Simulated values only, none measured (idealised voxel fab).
Name of the process module below: voxel transistor to metal
Section cut is 205 nm wide and gridded with 5 nm square cells.
Cross-section = grid of square cells, listed top down in bands; band = one or more rows.
Heights first: top, then bottom, in nm. Then materials, left to right, each with a width in nm. "throughout" on a single material: fills the band edge to edge. "air": empty space.
The level at which height equals 0 is the one under which the wafer, as it arrives, is entirely one material. No lower edge exists for the bottom band, which continues downward and is notated as in "0 nm and below".
A width given as "30->40" starts at the first number in the band's top row and ends at the second number in its bottom row, shifting by an equal amount at every step from row to row.
"no alterations made" means the step left every cell of the cross-section as it was.
"Unvented voids" - sealed voids, min. 8 cells, no opening to top; format: width x height at distance (distance from left edge; nm throughout).
Note: text after step settings on the step line = simulator remark on that step.
overlay nm: step with mask; distance mask lay right of planned place; negative value = left of planned place.

The process steps that were planned are listed below
- 1: RECEIVE, material Si
- 2: CONFORMAL_DEP, material SiO2, thk nm 5
- 3: CONFORMAL_DEP, material SiN, thk nm 15
- 4: DIRECTIONAL_DEP, material aC, thk nm 15
- 5: PATTERN, tone cover, mask id ACTIVE, material resist, width nm 115, thk nm 35, overlay nm 0
- 6: DIRECTIONAL_ETCH, etch materials aC, depth nm 15
- 7: STRIP, etch materials resist
- 8: DIRECTIONAL_ETCH, etch materials SiN, depth nm 15
- 9: DIRECTIONAL_ETCH, etch materials SiO2, depth nm 5
- 10: DIRECTIONAL_ETCH, etch materials Si, depth nm 30
- 11: STRIP, etch materials aC
- 12: OXIDIZE, depth nm 5
- 13: FILL_DEP, material SiO2, thk nm 5
- 14: CMP, height nm 20
- 15: SELECTIVE_ETCH, etch materials SiO2, depth nm 15
- 16: STRIP, etch materials SiN
- 17: SELECTIVE_ETCH, etch materials SiO2, depth nm 5
- 18: OXIDIZE, depth nm 5
- 19: DIRECTIONAL_DEP, material polySi, thk nm 20
- 20: DIRECTIONAL_DEP, material SiCN, thk nm 15
- 21: PATTERN, tone cover, mask id GATE, material resist, width nm 25, thk nm 20, overlay nm 0
- 22: DIRECTIONAL_ETCH, etch materials SiCN, depth nm 25
- 23: DIRECTIONAL_ETCH, etch materials polySi, depth nm 30
- 24: STRIP, etch materials resist
- 25: CONFORMAL_DEP, material SiO2, thk nm 5
- 26: DIRECTIONAL_ETCH, etch materials SiO2, depth nm 5
- 27: CONFORMAL_DEP, material SiN, thk nm 5
- 28: DIRECTIONAL_ETCH, etch materials SiN, depth nm 5
- 29: DIRECTIONAL_ETCH, etch materials SiO2, depth nm 5
- 30: DIRECTIONAL_ETCH, etch materials Si, depth nm 10
- 31: EPI, material pSi, thk nm 15
- 32: FILL_DEP, material SiO2, thk nm 5
- 33: CMP, height nm 35
- 34: DIRECTIONAL_DEP, material SiO2, thk nm 15
- 35: PATTERN, tone open, mask id CONTACT, material resist, width nm 15, pitch nm 75, thk nm 20, overlay nm 0
- 36: DIRECTIONAL_ETCH, etch materials SiO2, depth nm 50
- 37: STRIP, etch materials resist
- 38: CONFORMAL_DEP, material TiN, thk nm 5
- 39: FILL_DEP, material Ru, thk nm 5
- 40: CMP, height nm 50
- 41: CONFORMAL_DEP, material SiN, thk nm 5
- 42: DIRECTIONAL_DEP, material lowk, thk nm 15
- 43: PATTERN, tone open, mask id METAL_1, material resist, width nm 20, pitch nm 75, thk nm 15, overlay nm 0
- 44: DIRECTIONAL_ETCH, etch materials lowk, depth nm 15
- 45: DIRECTIONAL_ETCH, etch materials SiN, depth nm 5
- 46: STRIP, etch materials resist
- 47: CONFORMAL_DEP, material TiN, thk nm 5
- 48: FILL_DEP, material W, thk nm 5
- 49: CMP, height nm 70
- 50: CONFORMAL_DEP, material SiN, thk nm 5
Split variable: width nm, step 35. Plan value = first wafer. Wafers start alike.

Step 1 complete: as-received cross-section of the first of several wafers
    0 nm and below | Si throughout
    Unvented voids: none

Tabulated below, wafer by wafer, are the end-of-module results: for each material, the number of cells gained (+) or lost (-) relative to the as-received state, followed by the closed voids
width nm 15, +14 Ru, -185 Si, +15 SiCN, +88 SiN, +442 SiO2, +60 TiN, +12 W, +99 lowk, +50 pSi, +20 polySi, Unvented voids: none
width nm 20, +28 Ru, -185 Si, +15 SiCN, +88 SiN, +424 SiO2, +64 TiN, +12 W, +99 lowk, +50 pSi, +20 polySi, Unvented voids: none
width nm 25, +44 Ru, -185 Si, +15 SiCN, +88 SiN, +406 SiO2, +66 TiN, +12 W, +99 lowk, +50 pSi, +20 polySi, Unvented voids: none
width nm 30, +60 Ru, -185 Si, +15 SiCN, +88 SiN, +388 SiO2, +68 TiN, +12 W, +99 lowk, +50 pSi, +20 polySi, Unvented voids: none
width nm 35, +71 Ru, -185 Si, +15 SiCN, +88 SiN, +375 SiO2, +70 TiN, +12 W, +99 lowk, +50 pSi, +20 polySi, Unvented voids: none
